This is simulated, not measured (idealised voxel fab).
This is a process module. Its name is voxel tone inversion.
Xsec cut, 145 nm wide, square cell size 5 nm.
When this document writes out a cross-section, it uses a grid of square cells and lists it as bands, beginning at the top and moving down, with a band standing for one or more rows of cells.
Heights first: top, then bottom, in nm. Then materials, left to right, each with a width in nm. "edge to edge" on a single material: fills the band edge to edge. "blank": empty space.
Heads up on the height convention: 0 is the point under which the incoming wafer is all one material, and the lowest band has no bottom, it just keeps going down, like "top 0, no bottom".
It should be noted that a width expressed as "30..40" varies in equal increments from row to row of cells within the band, taking the value of the first number at the top row and that of the second number at the bottom row.
When a step is marked "no modification", none of the cells in the cross-section changed during that step.
Entry "Voids, sealed" = empty spaces >= 8 cells with no open way to the top; each as width x height at distance, distance from left edge, all nm.
Heads up: the bit after the settings on a step's line is the simulator's remark on that step.
When a step includes a mask, the "overlay nm" setting on its line states how far to the right of its planned place that mask lay, and negative values state how far to the left.

-- Planned step list for the process
step 1: RECEIVE with material Si
step 2: CONFORMAL_DEP with material SiCN, thk nm 10
step 3: DIRECTIONAL_DEP with material aC, thk nm 25
step 4: PATTERN with tone cover, mask id POSTS, material resist, width nm 25, pitch nm 40, thk nm 30, overlay nm 0
step 5: DIRECTIONAL_ETCH with etch materials aC, depth nm 25
step 6: STRIP with etch materials resist
step 7: FILL_DEP with material SiO2, thk nm 5
step 8: CMP with height nm 35
step 9: STRIP with etch materials aC
step 10: CONFORMAL_DEP with material TiN, thk nm 5
step 11: FILL_DEP with material Ru, thk nm 5
step 12: CMP with height nm 35
step 13: CONFORMAL_DEP with material SiCN, thk nm 5

-- What follows covers the first of two wafers; it ran as planned

-- Cross-section of the incoming wafer, state after step 1
> top 0, no bottom: Si edge to edge
> Voids, sealed: none

-- State of the wafer after step 2, shown in cross-section
> top 10, bottom 0: SiCN edge to edge
> below 0: unchanged

-- State of the wafer after step 3, shown in cross-section
> top 35, bottom 10: aC edge to edge
> below 10: unchanged

-- State of the wafer after step 4, shown in cross-section
> top 65, bottom 35: blank: 40 / resist: 25 / blank: 15 / resist: 25 / blank: 40
> below 35: unchanged

-- State of the wafer after step 5, shown in cross-section
> top 40, bottom 35: blank: 40 / resist: 25 / blank: 15 / resist: 25 / blank: 40
> top 35, bottom 10: blank: 40 / aC: 25 / blank: 15 / aC: 25 / blank: 40
> below 10: unchanged

-- State of the wafer after step 6, shown in cross-section
> top 35, bottom 10: blank: 40 / aC: 25 / blank: 15 / aC: 25 / blank: 40
> below 10: unchanged

-- State of the wafer after step 7, shown in cross-section
> top 40, bottom 35: SiO2 edge to edge
> top 35, bottom 10: SiO2: 40 / aC: 25 / SiO2: 15 / aC: 25 / SiO2: 40
> below 10: unchanged

-- State of the wafer after step 8, shown in cross-section
> top 35, bottom 10: SiO2: 40 / aC: 25 / SiO2: 15 / aC: 25 / SiO2: 40
> below 10: unchanged

-- State of the wafer after step 9, shown in cross-section
> top 35, bottom 10: SiO2: 40 / blank: 25 / SiO2: 15 / blank: 25 / SiO2: 40
> below 10: unchanged

-- State of the wafer after step 10, shown in cross-section
> top 40, bottom 35: TiN: 45 / blank: 15 / TiN: 25 / blank: 15 / TiN: 45
> top 35, bottom 15: SiO2: 40 / TiN: 5 / blank: 15 / TiN: 5 / SiO2: 15 / TiN: 5 / blank: 15 / TiN: 5 / SiO2: 40
> top 15, bottom 10: SiO2: 40 / TiN: 25 / SiO2: 15 / TiN: 25 / SiO2: 40
> below 10: unchanged

-- State of the wafer after step 11, shown in cross-section
> top 45, bottom 40: Ru edge to edge
> top 40, bottom 35: TiN: 45 / Ru: 15 / TiN: 25 / Ru: 15 / TiN: 45
> top 35, bottom 15: SiO2: 40 / TiN: 5 / Ru: 15 / TiN: 5 / SiO2: 15 / TiN: 5 / Ru: 15 / TiN: 5 / SiO2: 40
> below 15: unchanged

-- State of the wafer after step 12, shown in cross-section
> top 35, bottom 15: SiO2: 40 / TiN: 5 / Ru: 15 / TiN: 5 / SiO2: 15 / TiN: 5 / Ru: 15 / TiN: 5 / SiO2: 40
> below 15: unchanged

-- State of the wafer after step 13, shown in cross-section
> top 40, bottom 35: SiCN edge to edge
> below 35: unchanged

-- The Second Wafer: Common Origin and Plan, One Mistake in Execution, Identical to the First Through Step 11

-- At the planned end of step 12, the second wafer in cross-section
> top 40, bottom 35: TiN: 45 / Ru: 15 / TiN: 25 / Ru: 15 / TiN: 45
> below 35: unchanged

-- At the planned end of step 13, the second wafer in cross-section
> top 45, bottom 40: SiCN edge to edge
> below 40: unchanged
Error vs. plan: step 12 was processed under conditions differing from the plan, specifically as CMP with height nm 40
Looking at both finished wafers in cells, the second ends up ahead of or behind the first on some materials: +6 Ru | +23 TiN
